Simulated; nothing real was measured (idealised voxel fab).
The process module presented herein is designated voxel air gaps.
Each square cell in cross-section cut measures 5 nm, and the section as a whole is 240 nm wide.
Each cross-section below is a grid of square cells, stated as bands in top-down order, with one or more rows of cells making up each band.
For a band, the entry starts with two heights in nm, that of the top and then that of the bottom, and carries on with the band's materials in order from left to right, each alongside its width in nm; the word "throughout" beside a single material means it fills the band edge to edge, and "air" means empty space.
Zero point of the height axis is 0; under it, received wafer = one material. Lowest band: continues down indefinitely, "from 0 down".
Width spec "30->40" -> top row of cells at first value, bottom row at second value, equal per-row change in between.
"remained the same" after a step means that no cell of the cross-section changed.
Listed in "Voids, sealed": every empty space of 8 or more cells without an open way to the top. Form: width x height at distance, the distance being from the left edge, all in nm.
What comes after the settings on a step's line is commentary from the simulator itself on that step.
overlay nm, on a step with a mask: how far to the right of its planned place the mask lay; to the left if negative

## Intended process steps
1 RECEIVE (material Si)
2 CONFORMAL_DEP (material SiO2; thk nm 15)
3 CONFORMAL_DEP (material SiN; thk nm 5)
4 DIRECTIONAL_DEP (material SiO2; thk nm 35)
5 DIRECTIONAL_DEP (material aC; thk nm 15)
6 PATTERN (tone open; mask id LINES; material resist; width nm 20; pitch nm 45; thk nm 35; overlay nm 0)
7 DIRECTIONAL_ETCH (etch materials aC; depth nm 15)
8 STRIP (etch materials resist)
9 DIRECTIONAL_ETCH (etch materials SiO2; depth nm 35)
10 STRIP (etch materials aC)
11 CONFORMAL_DEP (material TiN; thk nm 5)
12 FILL_DEP (material Cu; thk nm 5)
13 CMP (height nm 55)
14 EPI (material Ru; thk nm 10)
15 SELECTIVE_ETCH (etch materials SiO2; depth nm 45)
16 CONFORMAL_DEP (material SiCN; thk nm 5)
The thk nm used in step 16 is not the same on every wafer, whereas the starting condition is; the value printed in the plan is the first wafer's.

## Here's the first of the wafers in cross-section, just as we got it, i.e. after step 1
from 0 down  Si throughout
Voids, sealed: none

## Below: a row per wafer. Contents at end of module: for every material, cells gained since receipt (+) or lost since receipt (-); then closed voids
thk nm 5 | +48 Cu | +64 Ru | +140 SiCN | +48 SiN | +144 SiO2 | +64 TiN | Voids, sealed: 15 x 25 at 65; 15 x 25 at 110; 15 x 25 at 155
thk nm 10 | +48 Cu | +64 Ru | +214 SiCN | +48 SiN | +144 SiO2 | +64 TiN | Voids, sealed: 15 x 25 at 65; 15 x 25 at 110; 15 x 25 at 155
thk nm 15 | +48 Cu | +64 Ru | +288 SiCN | +48 SiN | +144 SiO2 | +64 TiN | Voids, sealed: 15 x 25 at 65; 15 x 25 at 110; 15 x 25 at 155
thk nm 20 | +48 Cu | +64 Ru | +358 SiCN | +48 SiN | +144 SiO2 | +64 TiN | Voids, sealed: 15 x 25 at 65; 15 x 25 at 110; 15 x 25 at 155
